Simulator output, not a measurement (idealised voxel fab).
Process module name: voxel wiring stack
We display cut, a cross-section 280 nm in width whose square cells are each 5 nm.
When this document writes out a cross-section, it uses a grid of square cells and lists it as bands, beginning at the top and moving down, with a band standing for one or more rows of cells.
Band: top height; bottom height; in nm. Then, left to right: material with width in nm, for each material. "all across": a single material spanning edge to edge. "blank": empty space.
Heads up on the height convention: 0 is the point under which the incoming wafer is all one material, and the lowest band has no bottom, it just keeps going down, like "0 down".
You'd read "30 to 40" like this: the band's top row of cells is as wide as the first number, its bottom row is as wide as the second, and going down, every row changes width by the same amount as the row before did.
"no alteration" -> step changed no cross-section cell.
For the entry "Voids, sealed", the listed items are empty spaces with no open way to the top whose size is 8 cells or more; each item follows the pattern width x height at distance, where distance is from the left edge and all three are in nm.
It should be noted that, on the line of a given step, the content following the step's settings is a remark produced by the simulator itself with respect to that step.
overlay nm: right-of-plan distance of the mask on a masked step; negative values mean left-of-plan.
-- Planned process steps
1. RECEIVE [material Si]
2. CONFORMAL_DEP [material SiO2] [thk nm 10]
3. DIRECTIONAL_DEP [material TiN] [thk nm 5]
4. DIRECTIONAL_DEP [material W] [thk nm 15]
5. MASKED_ETCH [tone cover] [mask id METAL_1] [width nm 25] [pitch nm 40] [etch materials W] [depth nm 15] [overlay nm 0]
6. MASKED_ETCH [tone cover] [mask id METAL_1] [width nm 25] [pitch nm 40] [etch materials TiN] [depth nm 5] [overlay nm 0]
7. CONFORMAL_DEP [material SiCN] [thk nm 5]
8. FILL_DEP [material SiO2] [thk nm 5]
9. CMP [height nm 30]
10. CONFORMAL_DEP [material SiCN] [thk nm 5]
11. DIRECTIONAL_DEP [material SiO2] [thk nm 20]
12. DIRECTIONAL_DEP [material aC] [thk nm 15]
13. PATTERN [tone open] [mask id PLUG_1] [material resist] [width nm 15] [pitch nm 40] [thk nm 35] [overlay nm 0]
14. DIRECTIONAL_ETCH [etch materials aC] [depth nm 15]
15. STRIP [etch materials resist]
16. DIRECTIONAL_ETCH [etch materials SiO2] [depth nm 20]
17. DIRECTIONAL_ETCH [etch materials SiCN] [depth nm 5]
18. STRIP [etch materials aC]
19. CONFORMAL_DEP [material TiN] [thk nm 5]
20. FILL_DEP [material Cu] [thk nm 5]
21. CMP [height nm 55]
22. DIRECTIONAL_DEP [material TiN] [thk nm 5]
23. DIRECTIONAL_DEP [material W] [thk nm 15]
24. DIRECTIONAL_DEP [material aC] [thk nm 15]
25. PATTERN [tone cover] [mask id METAL_2] [material resist] [width nm 25] [pitch nm 40] [thk nm 35] [overlay nm 0]
26. DIRECTIONAL_ETCH [etch materials aC] [depth nm 15]
27. STRIP [etch materials resist]
28. DIRECTIONAL_ETCH [etch materials W] [depth nm 15]
29. DIRECTIONAL_ETCH [etch materials TiN] [depth nm 5]
30. STRIP [etch materials aC]
31. CONFORMAL_DEP [material SiN] [thk nm 5]
32. FILL_DEP [material SiO2] [thk nm 5]
33. CMP [height nm 75]
34. CONFORMAL_DEP [material SiCN] [thk nm 5]
35. DIRECTIONAL_DEP [material lowk] [thk nm 30]
36. MASKED_ETCH [tone open] [mask id METAL_3] [width nm 25] [pitch nm 40] [etch materials lowk] [depth nm 20] [overlay nm 0]
37. DIRECTIONAL_DEP [material aC] [thk nm 15]
38. PATTERN [tone open] [mask id METAL_3_HOLES] [material resist] [width nm 15] [pitch nm 40] [thk nm 35] [overlay nm 0]
39. DIRECTIONAL_ETCH [etch materials aC] [depth nm 15]
40. STRIP [etch materials resist]
41. DIRECTIONAL_ETCH [etch materials lowk] [depth nm 10]
42. DIRECTIONAL_ETCH [etch materials SiCN] [depth nm 5]
43. STRIP [etch materials aC]
44. CONFORMAL_DEP [material TiN] [thk nm 5]
45. FILL_DEP [material Cu] [thk nm 10]
46. CMP [height nm 110]
47. CONFORMAL_DEP [material SiCN] [thk nm 5]
48. DIRECTIONAL_DEP [material SiO2] [thk nm 15]
49. DIRECTIONAL_DEP [material aC] [thk nm 15]
50. PATTERN [tone open] [mask id PLUG_3] [material resist] [width nm 15] [thk nm 30] [overlay nm 0]
51. DIRECTIONAL_ETCH [etch materials aC] [depth nm 15]
52. STRIP [etch materials resist]
53. DIRECTIONAL_ETCH [etch materials SiO2] [depth nm 15]
54. DIRECTIONAL_ETCH [etch materials SiCN] [depth nm 5]
55. STRIP [etch materials aC]
56. CONFORMAL_DEP [material TiN] [thk nm 5]
57. FILL_DEP [material Ru] [thk nm 5]
58. CMP [height nm 130]
59. DIRECTIONAL_DEP [material TiN] [thk nm 5]
60. DIRECTIONAL_DEP [material Ru] [thk nm 25]
61. DIRECTIONAL_DEP [material aC] [thk nm 10]
62. PATTERN [tone cover] [mask id METAL_4] [material resist] [width nm 25] [pitch nm 40] [thk nm 25] [overlay nm 0]
63. DIRECTIONAL_ETCH [etch materials aC] [depth nm 10]
64. STRIP [etch materials resist]
65. DIRECTIONAL_ETCH [etch materials Ru] [depth nm 25]
66. DIRECTIONAL_ETCH [etch materials TiN] [depth nm 5]
67. STRIP [etch materials aC]
68. CONFORMAL_DEP [material SiN] [thk nm 5]
69. FILL_DEP [material lowk] [thk nm 10]
70. CMP [height nm 160]
71. CONFORMAL_DEP [material SiCN] [thk nm 5]
-- First wafer out of two, processed as planned
-- Cross-section of the wafer at receipt, which is the condition after step 1
    0 down  Si all across
    Voids, sealed: none
-- Cross-section of the wafer after step 2
    10 to 0  SiO2 all across
    Below a height of 0, the structure has not been altered.
-- Cross-section of the wafer after step 3
    15 to 10  TiN all across
    Below a height of 10, the structure has not been altered.
-- Cross-section of the wafer after step 4
    30 to 15  W all across
    Below a height of 15, the structure has not been altered.
-- Cross-section of the wafer after step 5
    30 to 15  blank 105 / W 25 / blank 15 / W 25 / blank 110
    Below a height of 15, the structure has not been altered.
-- Cross-section of the wafer after step 6
    30 to 15  blank 105 / W 25 / blank 15 / W 25 / blank 110
    15 to 10  blank 105 / TiN 25 / blank 15 / TiN 25 / blank 110
    Below a height of 10, the structure has not been altered.
-- Cross-section of the wafer after step 7
    35 to 30  blank 100 / SiCN 35 / blank 5 / SiCN 35 / blank 105
    30 to 15  blank 100 / SiCN 5 / W 25 / SiCN 5 / blank 5 / SiCN 5 / W 25 / SiCN 5 / blank 105
    15 to 10  SiCN 105 / TiN 25 / SiCN 15 / TiN 25 / SiCN 110
    Below a height of 10, the structure has not been altered.
-- Cross-section of the wafer after step 8
    40 to 35  SiO2 all across
    35 to 30  SiO2 100 / SiCN 35 / SiO2 5 / SiCN 35 / SiO2 105
    30 to 15  SiO2 100 / SiCN 5 / W 25 / SiCN 5 / SiO2 5 / SiCN 5 / W 25 / SiCN 5 / SiO2 105
    Below a height of 15, the structure has not been altered.
-- Cross-section of the wafer after step 9
    30 to 15  SiO2 100 / SiCN 5 / W 25 / SiCN 5 / SiO2 5 / SiCN 5 / W 25 / SiCN 5 / SiO2 105
    Below a height of 15, the structure has not been altered.
-- Cross-section of the wafer after step 10
    35 to 30  SiCN all across
    Below a height of 30, the structure has not been altered.
-- Cross-section of the wafer after step 11
    55 to 35  SiO2 all across
    Below a height of 35, the structure has not been altered.
-- Cross-section of the wafer after step 12
    70 to 55  aC all across
    Below a height of 55, the structure has not been altered.
-- Cross-section of the wafer after step 13
    105 to 70  resist 105 / blank 15 / resist 25 / blank 15 / resist 120
    Below a height of 70, the structure has not been altered.
-- Cross-section of the wafer after step 14
    90 to 70  resist 105 / blank 15 / resist 25 / blank 15 / resist 120
    70 to 55  aC 105 / blank 15 / aC 25 / blank 15 / aC 120
    Below a height of 55, the structure has not been altered.
-- Cross-section of the wafer after step 15
    70 to 55  aC 105 / blank 15 / aC 25 / blank 15 / aC 120
    Below a height of 55, the structure has not been altered.
-- Cross-section of the wafer after step 16
    70 to 55  aC 105 / blank 15 / aC 25 / blank 15 / aC 120
    55 to 35  SiO2 105 / blank 15 / SiO2 25 / blank 15 / SiO2 120
    Below a height of 35, the structure has not been altered.
-- Cross-section of the wafer after step 17
    70 to 55  aC 105 / blank 15 / aC 25 / blank 15 / aC 120
    55 to 35  SiO2 105 / blank 15 / SiO2 25 / blank 15 / SiO2 120
    35 to 30  SiCN 105 / blank 15 / SiCN 25 / blank 15 / SiCN 120
    Below a height of 30, the structure has not been altered.
-- Cross-section of the wafer after step 18
    55 to 35  SiO2 105 / blank 15 / SiO2 25 / blank 15 / SiO2 120
    Below a height of 35, the structure has not been altered.
-- Cross-section of the wafer after step 19
    60 to 55  TiN 110 / blank 5 / TiN 35 / blank 5 / TiN 125
    55 to 35  SiO2 105 / TiN 5 / blank 5 / TiN 5 / SiO2 25 / TiN 5 / blank 5 / TiN 5 / SiO2 120
    35 to 30  SiCN 105 / TiN 15 / SiCN 25 / TiN 15 / SiCN 120
    Below a height of 30, the structure has not been altered.
-- Cross-section of the wafer after step 20
    65 to 60  Cu all across
    60 to 55  TiN 110 / Cu 5 / TiN 35 / Cu 5 / TiN 125
    55 to 35  SiO2 105 / TiN 5 / Cu 5 / TiN 5 / SiO2 25 / TiN 5 / Cu 5 / TiN 5 / SiO2 120
    Below a height of 35, the structure has not been altered.
-- Cross-section of the wafer after step 21
    55 to 35  SiO2 105 / TiN 5 / Cu 5 / TiN 5 / SiO2 25 / TiN 5 / Cu 5 / TiN 5 / SiO2 120
    Below a height of 35, the structure has not been altered.
-- Cross-section of the wafer after step 22
    60 to 55  TiN all across
    Below a height of 55, the structure has not been altered.
-- Cross-section of the wafer after step 23
    75 to 60  W all across
    Below a height of 60, the structure has not been altered.
-- Cross-section of the wafer after step 24
    90 to 75  aC all across
    Below a height of 75, the structure has not been altered.
-- Cross-section of the wafer after step 25
    125 to 90  blank 105 / resist 25 / blank 15 / resist 25 / blank 110
    Below a height of 90, the structure has not been altered.
-- Cross-section of the wafer after step 26
    110 to 90  blank 105 / resist 25 / blank 15 / resist 25 / blank 110
    90 to 75  blank 105 / aC 25 / blank 15 / aC 25 / blank 110
    Below a height of 75, the structure has not been altered.
-- Cross-section of the wafer after step 27
    90 to 75  blank 105 / aC 25 / blank 15 / aC 25 / blank 110
    Below a height of 75, the structure has not been altered.
-- Cross-section of the wafer after step 28
    90 to 75  blank 105 / aC 25 / blank 15 / aC 25 / blank 110
    75 to 60  blank 105 / W 25 / blank 15 / W 25 / blank 110
    Below a height of 60, the structure has not been altered.
-- Cross-section of the wafer after step 29
    90 to 75  blank 105 / aC 25 / blank 15 / aC 25 / blank 110
    75 to 60  blank 105 / W 25 / blank 15 / W 25 / blank 110
    60 to 55  blank 105 / TiN 25 / blank 15 / TiN 25 / blank 110
    Below a height of 55, the structure has not been altered.
-- Cross-section of the wafer after step 30
    75 to 60  blank 105 / W 25 / blank 15 / W 25 / blank 110
    Below a height of 60, the structure has not been altered.
-- Cross-section of the wafer after step 31
    80 to 75  blank 100 / SiN 35 / blank 5 / SiN 35 / blank 105
    75 to 60  blank 100 / SiN 5 / W 25 / SiN 5 / blank 5 / SiN 5 / W 25 / SiN 5 / blank 105
    60 to 55  SiN 105 / TiN 25 / SiN 15 / TiN 25 / SiN 110
    Below a height of 55, the structure has not been altered.
-- Cross-section of the wafer after step 32
    85 to 80  SiO2 all across
    80 to 75  SiO2 100 / SiN 35 / SiO2 5 / SiN 35 / SiO2 105
    75 to 60  SiO2 100 / SiN 5 / W 25 / SiN 5 / SiO2 5 / SiN 5 / W 25 / SiN 5 / SiO2 105
    Below a height of 60, the structure has not been altered.
-- Cross-section of the wafer after step 33
    75 to 60  SiO2 100 / SiN 5 / W 25 / SiN 5 / SiO2 5 / SiN 5 / W 25 / SiN 5 / SiO2 105
    Below a height of 60, the structure has not been altered.
-- Cross-section of the wafer after step 34
    80 to 75  SiCN all across
    Below a height of 75, the structure has not been altered.
-- Cross-section of the wafer after step 35
    110 to 80  lowk all across
    Below a height of 80, the structure has not been altered.
-- Cross-section of the wafer after step 36
    110 to 90  lowk 105 / blank 25 / lowk 15 / blank 25 / lowk 110
    Below a height of 90, the structure has not been altered.
-- Cross-section of the wafer after step 37
    125 to 110  aC 105 / blank 25 / aC 15 / blank 25 / aC 110
    110 to 105  lowk 105 / blank 25 / lowk 15 / blank 25 / lowk 110
    105 to 90  lowk 105 / aC 25 / lowk 15 / aC 25 / lowk 110
    Below a height of 90, the structure has not been altered.
-- Cross-section of the wafer after step 38
    160 to 125  resist 105 / blank 15 / resist 25 / blank 15 / resist 120
    125 to 110  aC 105 / blank 15 / resist 10 / aC 15 / blank 15 / resist 10 / aC 110
    110 to 105  lowk 105 / blank 15 / resist 10 / lowk 15 / blank 15 / resist 10 / lowk 110
    Below a height of 105, the structure has not been altered.
-- Cross-section of the wafer after step 39
    145 to 125  resist 105 / blank 15 / resist 25 / blank 15 / resist 120
    125 to 110  aC 105 / blank 15 / resist 10 / aC 15 / blank 15 / resist 10 / aC 110
    110 to 105  lowk 105 / blank 15 / resist 10 / lowk 15 / blank 15 / resist 10 / lowk 110
    105 to 90  lowk 105 / blank 15 / aC 10 / lowk 15 / blank 15 / aC 10 / lowk 110
    Below a height of 90, the structure has not been altered.
-- Cross-section of the wafer after step 40
    125 to 110  aC 105 / blank 25 / aC 15 / blank 25 / aC 110
    110 to 105  lowk 105 / blank 25 / lowk 15 / blank 25 / lowk 110
    Below a height of 105, the structure has not been altered.
-- Cross-section of the wafer after step 41
    125 to 110  aC 105 / blank 25 / aC 15 / blank 25 / aC 110
    110 to 105  lowk 105 / blank 25 / lowk 15 / blank 25 / lowk 110
    105 to 90  lowk 105 / blank 15 / aC 10 / lowk 15 / blank 15 / aC 10 / lowk 110
    90 to 80  lowk 105 / blank 15 / lowk 25 / blank 15 / lowk 120
    Below a height of 80, the structure has not been altered.
-- Cross-section of the wafer after step 42
    125 to 110  aC 105 / blank 25 / aC 15 / blank 25 / aC 110
    110 to 105  lowk 105 / blank 25 / lowk 15 / blank 25 / lowk 110
    105 to 90  lowk 105 / blank 15 / aC 10 / lowk 15 / blank 15 / aC 10 / lowk 110
    90 to 80  lowk 105 / blank 15 / lowk 25 / blank 15 / lowk 120
    80 to 75  SiCN 105 / blank 15 / SiCN 25 / blank 15 / SiCN 120
    Below a height of 75, the structure has not been altered.
-- Cross-section of the wafer after step 43
    110 to 90  lowk 105 / blank 25 / lowk 15 / blank 25 / lowk 110
    Below a height of 90, the structure has not been altered.
-- Cross-section of the wafer after step 44
    115 to 110  TiN 110 / blank 15 / TiN 25 / blank 15 / TiN 115
    110 to 95  lowk 105 / TiN 5 / blank 15 / TiN 5 / lowk 15 / TiN 5 / blank 15 / TiN 5 / lowk 110
    95 to 90  lowk 105 / TiN 5 / blank 5 / TiN 15 / lowk 15 / TiN 5 / blank 5 / TiN 15 / lowk 110
    90 to 80  lowk 105 / TiN 5 / blank 5 / TiN 5 / lowk 25 / TiN 5 / blank 5 / TiN 5 / lowk 120
    80 to 75  SiCN 105 / TiN 15 / SiCN 25 / TiN 15 / SiCN 120
    Below a height of 75, the structure has not been altered.
-- Cross-section of the wafer after step 45
    125 to 115  Cu all across
    115 to 110  TiN 110 / Cu 15 / TiN 25 / Cu 15 / TiN 115
    110 to 95  lowk 105 / TiN 5 / Cu 15 / TiN 5 / lowk 15 / TiN 5 / Cu 15 / TiN 5 / lowk 110
    95 to 90  lowk 105 / TiN 5 / Cu 5 / TiN 15 / lowk 15 / TiN 5 / Cu 5 / TiN 15 / lowk 110
    90 to 80  lowk 105 / TiN 5 / Cu 5 / TiN 5 / lowk 25 / TiN 5 / Cu 5 / TiN 5 / lowk 120
    Below a height of 80, the structure has not been altered.
-- Cross-section of the wafer after step 46
    110 to 95  lowk 105 / TiN 5 / Cu 15 / TiN 5 / lowk 15 / TiN 5 / Cu 15 / TiN 5 / lowk 110
    Below a height of 95, the structure has not been altered.
-- Cross-section of the wafer after step 47
    115 to 110  SiCN all across
    Below a height of 110, the structure has not been altered.
-- Cross-section of the wafer after step 48
    130 to 115  SiO2 all across
    Below a height of 115, the structure has not been altered.
-- Cross-section of the wafer after step 49
    145 to 130  aC all across
    Below a height of 130, the structure has not been altered.
-- Cross-section of the wafer after step 50
    175 to 145  resist 105 / blank 15 / resist 160
    Below a height of 145, the structure has not been altered.
-- Cross-section of the wafer after step 51
    160 to 145  resist 105 / blank 15 / resist 160
    145 to 130  aC 105 / blank 15 / aC 160
    Below a height of 130, the structure has not been altered.
-- Cross-section of the wafer after step 52
    145 to 130  aC 105 / blank 15 / aC 160
    Below a height of 130, the structure has not been altered.
-- Cross-section of the wafer after step 53
    145 to 130  aC 105 / blank 15 / aC 160
    130 to 115  SiO2 105 / blank 15 / SiO2 160
    Below a height of 115, the structure has not been altered.
-- Cross-section of the wafer after step 54
    145 to 130  aC 105 / blank 15 / aC 160
    130 to 115  SiO2 105 / blank 15 / SiO2 160
    115 to 110  SiCN 105 / blank 15 / SiCN 160
    Below a height of 110, the structure has not been altered.
-- Cross-section of the wafer after step 55
    130 to 115  SiO2 105 / blank 15 / SiO2 160
    Below a height of 115, the structure has not been altered.
-- Cross-section of the wafer after step 56
    135 to 130  TiN 110 / blank 5 / TiN 165
    130 to 115  SiO2 105 / TiN 5 / blank 5 / TiN 5 / SiO2 160
    115 to 110  SiCN 105 / TiN 15 / SiCN 160
    Below a height of 110, the structure has not been altered.
-- Cross-section of the wafer after step 57
    140 to 135  Ru all across
    135 to 130  TiN 110 / Ru 5 / TiN 165
    130 to 115  SiO2 105 / TiN 5 / Ru 5 / TiN 5 / SiO2 160
    Below a height of 115, the structure has not been altered.
-- Cross-section of the wafer after step 58
    130 to 115  SiO2 105 / TiN 5 / Ru 5 / TiN 5 / SiO2 160
    Below a height of 115, the structure has not been altered.
-- Cross-section of the wafer after step 59
    135 to 130  TiN all across
    Below a height of 130, the structure has not been altered.
-- Cross-section of the wafer after step 60
    160 to 135  Ru all across
    Below a height of 135, the structure has not been altered.
-- Cross-section of the wafer after step 61
    170 to 160  aC all across
    Below a height of 160, the structure has not been altered.
-- Cross-section of the wafer after step 62
    195 to 170  blank 105 / resist 25 / blank 15 / resist 25 / blank 110
    Below a height of 170, the structure has not been altered.
-- Cross-section of the wafer after step 63
    185 to 170  blank 105 / resist 25 / blank 15 / resist 25 / blank 110
    170 to 160  blank 105 / aC 25 / blank 15 / aC 25 / blank 110
    Below a height of 160, the structure has not been altered.
-- Cross-section of the wafer after step 64
    170 to 160  blank 105 / aC 25 / blank 15 / aC 25 / blank 110
    Below a height of 160, the structure has not been altered.
-- Cross-section of the wafer after step 65
    170 to 160  blank 105 / aC 25 / blank 15 / aC 25 / blank 110
    160 to 135  blank 105 / Ru 25 / blank 15 / Ru 25 / blank 110
    Below a height of 135, the structure has not been altered.
-- Cross-section of the wafer after step 66
    170 to 160  blank 105 / aC 25 / blank 15 / aC 25 / blank 110
    160 to 135  blank 105 / Ru 25 / blank 15 / Ru 25 / blank 110
    135 to 130  blank 105 / TiN 25 / blank 15 / TiN 25 / blank 110
    Below a height of 130, the structure has not been altered.
-- Cross-section of the wafer after step 67
    160 to 135  blank 105 / Ru 25 / blank 15 / Ru 25 / blank 110
    Below a height of 135, the structure has not been altered.
-- Cross-section of the wafer after step 68
    165 to 160  blank 100 / SiN 35 / blank 5 / SiN 35 / blank 105
    160 to 135  blank 100 / SiN 5 / Ru 25 / SiN 5 / blank 5 / SiN 5 / Ru 25 / SiN 5 / blank 105
    135 to 130  SiN 105 / TiN 25 / SiN 15 / TiN 25 / SiN 110
    Below a height of 130, the structure has not been altered.
-- Cross-section of the wafer after step 69
    175 to 165  lowk all across
    165 to 160  lowk 100 / SiN 35 / lowk 5 / SiN 35 / lowk 105
    160 to 135  lowk 100 / SiN 5 / Ru 25 / SiN 5 / lowk 5 / SiN 5 / Ru 25 / SiN 5 / lowk 105
    Below a height of 135, the structure has not been altered.
-- Cross-section of the wafer after step 70
    160 to 135  lowk 100 / SiN 5 / Ru 25 / SiN 5 / lowk 5 / SiN 5 / Ru 25 / SiN 5 / lowk 105
    Below a height of 135, the structure has not been altered.
-- Cross-section of the wafer after step 71
    165 to 160  SiCN all across
    Below a height of 160, the structure has not been altered.
-- The second wafer began exactly as the first did and followed the same plan, but one mistake was made while running it; through step 34 inclusive, the two wafers are identical
-- Cross-section of the second wafer at the time step 35 of the plan should have ended
    140 to 80  lowk all across
    Below a height of 80, the structure has not been altered.
-- Cross-section of the second wafer at the time step 36 of the plan should have ended
    140 to 120  lowk 105 / blank 25 / lowk 15 / blank 25 / lowk 110
    Below a height of 120, the structure has not been altered.
-- Cross-section of the second wafer at the time step 37 of the plan should have ended
    155 to 140  aC 105 / blank 25 / aC 15 / blank 25 / aC 110
    140 to 135  lowk 105 / blank 25 / lowk 15 / blank 25 / lowk 110
    135 to 120  lowk 105 / aC 25 / lowk 15 / aC 25 / lowk 110
    Below a height of 120, the structure has not been altered.
-- Cross-section of the second wafer at the time step 38 of the plan should have ended
    190 to 155  resist 105 / blank 15 / resist 25 / blank 15 / resist 120
    155 to 140  aC 105 / blank 15 / resist 10 / aC 15 / blank 15 / resist 10 / aC 110
    140 to 135  lowk 105 / blank 15 / resist 10 / lowk 15 / blank 15 / resist 10 / lowk 110
    Below a height of 135, the structure has not been altered.
-- Cross-section of the second wafer at the time step 39 of the plan should have ended
    175 to 155  resist 105 / blank 15 / resist 25 / blank 15 / resist 120
    155 to 140  aC 105 / blank 15 / resist 10 / aC 15 / blank 15 / resist 10 / aC 110
    140 to 135  lowk 105 / blank 15 / resist 10 / lowk 15 / blank 15 / resist 10 / lowk 110
    135 to 120  lowk 105 / blank 15 / aC 10 / lowk 15 / blank 15 / aC 10 / lowk 110
    Below a height of 120, the structure has not been altered.
-- Cross-section of the second wafer at the time step 40 of the plan should have ended
    155 to 140  aC 105 / blank 25 / aC 15 / blank 25 / aC 110
    140 to 135  lowk 105 / blank 25 / lowk 15 / blank 25 / lowk 110
    Below a height of 135, the structure has not been altered.
-- Cross-section of the second wafer at the time step 41 of the plan should have ended
    155 to 140  aC 105 / blank 25 / aC 15 / blank 25 / aC 110
    140 to 135  lowk 105 / blank 25 / lowk 15 / blank 25 / lowk 110
    135 to 120  lowk 105 / blank 15 / aC 10 / lowk 15 / blank 15 / aC 10 / lowk 110
    120 to 110  lowk 105 / blank 15 / lowk 25 / blank 15 / lowk 120
    Below a height of 110, the structure has not been altered.
Cross-section of the second wafer at the time step 42 of the plan should have ended: no alteration
-- Cross-section of the second wafer at the time step 43 of the plan should have ended
    140 to 120  lowk 105 / blank 25 / lowk 15 / blank 25 / lowk 110
    Below a height of 120, the structure has not been altered.
-- Cross-section of the second wafer at the time step 44 of the plan should have ended
    145 to 140  TiN 110 / blank 15 / TiN 25 / blank 15 / TiN 115
    140 to 125  lowk 105 / TiN 5 / blank 15 / TiN 5 / lowk 15 / TiN 5 / blank 15 / TiN 5 / lowk 110
    125 to 115  lowk 105 / TiN 5 / blank 5 / TiN 15 to 5 / lowk 15 to 25 / TiN 5 / blank 5 / TiN 15 to 5 / lowk 110 to 120
    115 to 110  lowk 105 / TiN 15 / lowk 25 / TiN 15 / lowk 120
    Below a height of 110, the structure has not been altered.
-- Cross-section of the second wafer at the time step 45 of the plan should have ended
    155 to 145  Cu all across
    145 to 140  TiN 110 / Cu 15 / TiN 25 / Cu 15 / TiN 115
    140 to 125  lowk 105 / TiN 5 / Cu 15 / TiN 5 / lowk 15 / TiN 5 / Cu 15 / TiN 5 / lowk 110
    125 to 115  lowk 105 / TiN 5 / Cu 5 / TiN 15 to 5 / lowk 15 to 25 / TiN 5 / Cu 5 / TiN 15 to 5 / lowk 110 to 120
    Below a height of 115, the structure has not been altered.
-- Cross-section of the second wafer at the time step 46 of the plan should have ended
    110 to 80  lowk all across
    Below a height of 80, the structure has not been altered.
-- Cross-section of the second wafer at the time step 47 of the plan should have ended
    115 to 110  SiCN all across
    Below a height of 110, the structure has not been altered.
-- Cross-section of the second wafer at the time step 48 of the plan should have ended
    130 to 115  SiO2 all across
    Below a height of 115, the structure has not been altered.
-- Cross-section of the second wafer at the time step 49 of the plan should have ended
    145 to 130  aC all across
    Below a height of 130, the structure has not been altered.
-- Cross-section of the second wafer at the time step 50 of the plan should have ended
    175 to 145  resist 105 / blank 15 / resist 160
    Below a height of 145, the structure has not been altered.
-- Cross-section of the second wafer at the time step 51 of the plan should have ended
    160 to 145  resist 105 / blank 15 / resist 160
    145 to 130  aC 105 / blank 15 / aC 160
    Below a height of 130, the structure has not been altered.
-- Cross-section of the second wafer at the time step 52 of the plan should have ended
    145 to 130  aC 105 / blank 15 / aC 160
    Below a height of 130, the structure has not been altered.
-- Cross-section of the second wafer at the time step 53 of the plan should have ended
    145 to 130  aC 105 / blank 15 / aC 160
    130 to 115  SiO2 105 / blank 15 / SiO2 160
    Below a height of 115, the structure has not been altered.
-- Cross-section of the second wafer at the time step 54 of the plan should have ended
    145 to 130  aC 105 / blank 15 / aC 160
    130 to 115  SiO2 105 / blank 15 / SiO2 160
    115 to 110  SiCN 105 / blank 15 / SiCN 160
    Below a height of 110, the structure has not been altered.
-- Cross-section of the second wafer at the time step 55 of the plan should have ended
    130 to 115  SiO2 105 / blank 15 / SiO2 160
    Below a height of 115, the structure has not been altered.
-- Cross-section of the second wafer at the time step 56 of the plan should have ended
    135 to 130  TiN 110 / blank 5 / TiN 165
    130 to 115  SiO2 105 / TiN 5 / blank 5 / TiN 5 / SiO2 160
    115 to 110  SiCN 105 / TiN 15 / SiCN 160
    Below a height of 110, the structure has not been altered.
-- Cross-section of the second wafer at the time step 57 of the plan should have ended
    140 to 135  Ru all across
    135 to 130  TiN 110 / Ru 5 / TiN 165
    130 to 115  SiO2 105 / TiN 5 / Ru 5 / TiN 5 / SiO2 160
    Below a height of 115, the structure has not been altered.
-- Cross-section of the second wafer at the time step 58 of the plan should have ended
    130 to 115  SiO2 105 / TiN 5 / Ru 5 / TiN 5 / SiO2 160
    Below a height of 115, the structure has not been altered.
-- Cross-section of the second wafer at the time step 59 of the plan should have ended
    135 to 130  TiN all across
    Below a height of 130, the structure has not been altered.
-- Cross-section of the second wafer at the time step 60 of the plan should have ended
    160 to 135  Ru all across
    Below a height of 135, the structure has not been altered.
-- Cross-section of the second wafer at the time step 61 of the plan should have ended
    170 to 160  aC all across
    Below a height of 160, the structure has not been altered.
-- Cross-section of the second wafer at the time step 62 of the plan should have ended
    195 to 170  blank 105 / resist 25 / blank 15 / resist 25 / blank 110
    Below a height of 170, the structure has not been altered.
-- Cross-section of the second wafer at the time step 63 of the plan should have ended
    185 to 170  blank 105 / resist 25 / blank 15 / resist 25 / blank 110
    170 to 160  blank 105 / aC 25 / blank 15 / aC 25 / blank 110
    Below a height of 160, the structure has not been altered.
-- Cross-section of the second wafer at the time step 64 of the plan should have ended
    170 to 160  blank 105 / aC 25 / blank 15 / aC 25 / blank 110
    Below a height of 160, the structure has not been altered.
-- Cross-section of the second wafer at the time step 65 of the plan should have ended
    170 to 160  blank 105 / aC 25 / blank 15 / aC 25 / blank 110
    160 to 135  blank 105 / Ru 25 / blank 15 / Ru 25 / blank 110
    Below a height of 135, the structure has not been altered.
-- Cross-section of the second wafer at the time step 66 of the plan should have ended
    170 to 160  blank 105 / aC 25 / blank 15 / aC 25 / blank 110
    160 to 135  blank 105 / Ru 25 / blank 15 / Ru 25 / blank 110
    135 to 130  blank 105 / TiN 25 / blank 15 / TiN 25 / blank 110
    Below a height of 130, the structure has not been altered.
-- Cross-section of the second wafer at the time step 67 of the plan should have ended
    160 to 135  blank 105 / Ru 25 / blank 15 / Ru 25 / blank 110
    Below a height of 135, the structure has not been altered.
-- Cross-section of the second wafer at the time step 68 of the plan should have ended
    165 to 160  blank 100 / SiN 35 / blank 5 / SiN 35 / blank 105
    160 to 135  blank 100 / SiN 5 / Ru 25 / SiN 5 / blank 5 / SiN 5 / Ru 25 / SiN 5 / blank 105
    135 to 130  SiN 105 / TiN 25 / SiN 15 / TiN 25 / SiN 110
    Below a height of 130, the structure has not been altered.
-- Cross-section of the second wafer at the time step 69 of the plan should have ended
    175 to 165  lowk all across
    165 to 160  lowk 100 / SiN 35 / lowk 5 / SiN 35 / lowk 105
    160 to 135  lowk 100 / SiN 5 / Ru 25 / SiN 5 / lowk 5 / SiN 5 / Ru 25 / SiN 5 / lowk 105
    Below a height of 135, the structure has not been altered.
-- Cross-section of the second wafer at the time step 70 of the plan should have ended
    160 to 135  lowk 100 / SiN 5 / Ru 25 / SiN 5 / lowk 5 / SiN 5 / Ru 25 / SiN 5 / lowk 105
    Below a height of 135, the structure has not been altered.
-- Cross-section of the second wafer at the time step 71 of the plan should have ended
    165 to 160  SiCN all across
    Below a height of 160, the structure has not been altered.
Processing error: step 35 of the plan was executed twice over
End of process, cell counts, second wafer against first, materials with more or fewer: -24 Cu, +6 SiCN, -34 TiN, +52 lowk
